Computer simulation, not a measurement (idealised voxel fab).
process module | voxel transistor to metal
Xsec cut, 200 nm wide, square cell size 5 nm.
Cross-section, as written here: a square-cell grid given band by band from the top down, where a band holds one or more rows of cells.
Quick guide to a band line: top height, bottom height (nm) up front; then every material left to right with its width in nm. Only one material and it's marked "throughout"? Then it fills the band edge to edge. And "blank" just means empty space.
Measure heights from 0. That's the level where, below it, the as-received wafer is all one material. The lowest band is bottomless and extends downward; write it as in "0 -> down".
A width given as "30 to 40" starts at the first number in the band's top row and ends at the second number in its bottom row, shifting by an equal amount at every step from row to row.
Reading "same as before" for a step: not a cell of the cross-section changed in it.
Voids not open to the top, 8 cells minimum: see "Completely enclosed voids". Written width x height at distance; distance is from the left edge; nm.
Whatever follows a step's settings on its line is a remark the simulator itself makes about that step.
"overlay nm" on a masked step: distance the mask lay right of its planned place, negative for left.
The steps planned for the process are as follows
1 RECEIVE,material Si
2 CONFORMAL_DEP,material SiO2,thk nm 5
3 CONFORMAL_DEP,material SiN,thk nm 15
4 PATTERN,tone cover,mask id ACTIVE,material resist,width nm 105,thk nm 15,overlay nm 0
5 DIRECTIONAL_ETCH,etch materials SiN,depth nm 15
6 DIRECTIONAL_ETCH,etch materials SiO2,depth nm 5
7 DIRECTIONAL_ETCH,etch materials Si,depth nm 35
8 STRIP,etch materials resist
9 OXIDIZE,depth nm 5
10 FILL_DEP,material SiO2,thk nm 5
11 CMP,height nm 20
12 SELECTIVE_ETCH,etch materials SiO2,depth nm 15
13 STRIP,etch materials SiN
14 SELECTIVE_ETCH,etch materials SiO2,depth nm 5
15 OXIDIZE,depth nm 5
16 DIRECTIONAL_DEP,material polySi,thk nm 30
17 DIRECTIONAL_DEP,material SiCN,thk nm 15
18 DIRECTIONAL_DEP,material aC,thk nm 15
19 PATTERN,tone cover,mask id GATE,material resist,width nm 15,thk nm 30,overlay nm 0
20 DIRECTIONAL_ETCH,etch materials aC,depth nm 15
21 STRIP,etch materials resist
22 DIRECTIONAL_ETCH,etch materials SiCN,depth nm 25
23 DIRECTIONAL_ETCH,etch materials polySi,depth nm 40
24 STRIP,etch materials aC
25 CONFORMAL_DEP,material SiN,thk nm 10
26 DIRECTIONAL_ETCH,etch materials SiN,depth nm 10
27 DIRECTIONAL_ETCH,etch materials SiO2,depth nm 5
28 DIRECTIONAL_ETCH,etch materials Si,depth nm 10
29 EPI,material pSi,thk nm 15
30 FILL_DEP,material SiO2,thk nm 5
31 CMP,height nm 45
32 DIRECTIONAL_DEP,material SiO2,thk nm 10
33 MASKED_ETCH,tone open,mask id CONTACT,width nm 20,pitch nm 75,etch materials SiO2,depth nm 55,overlay nm 0
34 CONFORMAL_DEP,material TiN,thk nm 5
35 FILL_DEP,material Ru,thk nm 10
36 CMP,height nm 55
37 CONFORMAL_DEP,material SiCN,thk nm 5
38 DIRECTIONAL_DEP,material SiO2,thk nm 20
39 MASKED_ETCH,tone open,mask id METAL_1,width nm 20,pitch nm 75,etch materials SiO2,depth nm 20,overlay nm 0
40 MASKED_ETCH,tone open,mask id METAL_1,width nm 20,pitch nm 75,etch materials SiCN,depth nm 5,overlay nm 0
41 CONFORMAL_DEP,material TiN,thk nm 5
42 FILL_DEP,material Cu,thk nm 5
43 CMP,height nm 80
44 CONFORMAL_DEP,material SiCN,thk nm 5
45 DIRECTIONAL_DEP,material lowk,thk nm 35
46 PATTERN,tone open,mask id METAL_2,material resist,width nm 20,pitch nm 75,thk nm 15,overlay nm 0
47 DIRECTIONAL_ETCH,etch materials lowk,depth nm 20
48 STRIP,etch materials resist
49 MASKED_ETCH,tone open,mask id METAL_2_HOLES,width nm 15,pitch nm 75,etch materials lowk,depth nm 15,overlay nm 0
50 MASKED_ETCH,tone open,mask id METAL_2_HOLES,width nm 15,pitch nm 75,etch materials SiCN,depth nm 5,overlay nm 0
51 CONFORMAL_DEP,material TiN,thk nm 5
52 FILL_DEP,material Ru,thk nm 5
53 CMP,height nm 120
54 CONFORMAL_DEP,material SiN,thk nm 5
Cross-section, incoming material, after step 1
  0 -> down | Si throughout
  Completely enclosed voids: none
First of two wafers: cross-section at end of module, run per plan
  125 -> 120 | SiN throughout
  120 -> 105 | 50 of lowk, 5 of TiN, 10 of Ru, 5 of TiN, 55 of lowk, 5 of TiN, 10 of Ru, 5 of TiN, 55 of lowk
  105 -> 100 | 50 of lowk, 5 of TiN, 5 of Ru, 10 of TiN, 55 of lowk, 5 of TiN, 5 of Ru, 10 of TiN, 55 of lowk
  100 -> 85 | 50 of lowk, 5 of TiN, 5 of Ru, 5 of TiN, 60 of lowk, 5 of TiN, 5 of Ru, 5 of TiN, 60 of lowk
  85 -> 80 | 50 of SiCN, 15 of TiN, 60 of SiCN, 15 of TiN, 60 of SiCN
  80 -> 60 | 50 of SiO2, 5 of TiN, 10 of Cu, 5 of TiN, 55 of SiO2, 5 of TiN, 10 of Cu, 5 of TiN, 55 of SiO2
  60 -> 55 | 50 of SiCN, 20 of TiN, 55 of SiCN, 20 of TiN, 55 of SiCN
  55 -> 45 | 50 of SiO2, 5 of TiN, 10 of Ru, 5 of TiN, 55 of SiO2, 5 of TiN, 10 of Ru, 5 of TiN, 55 of SiO2
  45 -> 30 | 50 of SiO2, 5 of TiN, 10 of Ru, 5 of TiN, 10 of SiO2, 10 of SiN, 15 of SiCN, 10 of SiN, 10 of SiO2, 5 of TiN, 10 of Ru, 5 of TiN, 55 of SiO2
  30 -> 15 | 50 of SiO2, 5 of TiN, 10 of Ru, 5 of TiN, 10 of SiO2, 10 of SiN, 15 of polySi, 10 of SiN, 10 of SiO2, 5 of TiN, 10 of Ru, 5 of TiN, 55 of SiO2
  15 -> 10 | 50 of SiO2, 5 of TiN, 5 of Ru, 10 of TiN, 10 of SiO2, 10 of SiN, 15 of polySi, 10 of SiN, 10 of SiO2, 10 of TiN, 5 of Ru, 5 of TiN, 55 of SiO2
  10 -> 5 | 50 of SiO2, 5 of TiN, 5 of Ru, 5 of TiN, 15 of pSi, 10 of SiN, 15 of polySi, 10 of SiN, 15 of pSi, 5 of TiN, 5 of Ru, 5 of TiN, 55 of SiO2
  5 -> 0 | 50 of SiO2, 15 of TiN, 15 of pSi, 10 of SiN, 15 of polySi, 10 of SiN, 15 of pSi, 15 of TiN, 55 of SiO2
  0 -> -5 | 45 of SiO2, 35 of pSi, 35 of SiO2, 35 of pSi, 50 of SiO2
  -5 -> -15 | 50 of SiO2, 30 of pSi, 35 of Si, 30 of pSi, 55 of SiO2
  -15 -> -40 | 50 of SiO2, 95 of Si, 55 of SiO2
  -40 -> down | Si throughout
  Completely enclosed voids: none
Wafer two (of two), end-of-module cross-section: start = wafer one, plan = wafer one, one run mistake
  125 -> 120 | SiN throughout
  120 -> 105 | 50 of lowk, 5 of TiN, 10 of Ru, 5 of TiN, 55 of lowk, 5 of TiN, 10 of Ru, 5 of TiN, 55 of lowk
  105 -> 100 | 50 of lowk, 5 of TiN, 5 of Ru, 10 of TiN, 55 of lowk, 5 of TiN, 5 of Ru, 10 of TiN, 55 of lowk
  100 -> 85 | 50 of lowk, 5 of TiN, 5 of Ru, 5 of TiN, 60 of lowk, 5 of TiN, 5 of Ru, 5 of TiN, 60 of lowk
  85 -> 80 | 50 of SiCN, 15 of TiN, 60 of SiCN, 15 of TiN, 60 of SiCN
  80 -> 75 | 50 of SiO2, 5 of TiN, 10 of Cu, 5 of TiN, 55 of SiO2, 5 of TiN, 10 of Cu, 5 of TiN, 55 of SiO2
  75 -> 70 | 50 of SiCN, 20 of TiN, 55 of SiCN, 20 of TiN, 55 of SiCN
  70 -> 60 | Ru throughout
  60 -> 55 | 55 of TiN, 10 of Ru, 65 of TiN, 10 of Ru, 60 of TiN
  55 -> 45 | 50 of SiO2, 5 of TiN, 10 of Ru, 5 of TiN, 55 of SiO2, 5 of TiN, 10 of Ru, 5 of TiN, 55 of SiO2
  45 -> 30 | 50 of SiO2, 5 of TiN, 10 of Ru, 5 of TiN, 10 of SiO2, 10 of SiN, 15 of SiCN, 10 of SiN, 10 of SiO2, 5 of TiN, 10 of Ru, 5 of TiN, 55 of SiO2
  30 -> 15 | 50 of SiO2, 5 of TiN, 10 of Ru, 5 of TiN, 10 of SiO2, 10 of SiN, 15 of polySi, 10 of SiN, 10 of SiO2, 5 of TiN, 10 of Ru, 5 of TiN, 55 of SiO2
  15 -> 10 | 50 of SiO2, 5 of TiN, 5 of Ru, 10 of TiN, 10 of SiO2, 10 of SiN, 15 of polySi, 10 of SiN, 10 of SiO2, 10 of TiN, 5 of Ru, 5 of TiN, 55 of SiO2
  10 -> 5 | 50 of SiO2, 5 of TiN, 5 of Ru, 5 of TiN, 15 of pSi, 10 of SiN, 15 of polySi, 10 of SiN, 15 of pSi, 5 of TiN, 5 of Ru, 5 of TiN, 55 of SiO2
  5 -> 0 | 50 of SiO2, 15 of TiN, 15 of pSi, 10 of SiN, 15 of polySi, 10 of SiN, 15 of pSi, 15 of TiN, 55 of SiO2
  0 -> -5 | 45 of SiO2, 35 of pSi, 35 of SiO2, 35 of pSi, 50 of SiO2
  -5 -> -15 | 50 of SiO2, 30 of pSi, 35 of Si, 30 of pSi, 55 of SiO2
  -15 -> -40 | 50 of SiO2, 95 of Si, 55 of SiO2
  -40 -> down | Si throughout
  Completely enclosed voids: none
Diagnosis: plan step 36 skipped
Final tally in cells, some materials are higher or lower on the second wafer than on the first: -12 Cu; +84 Ru; -96 SiO2; +24 TiN
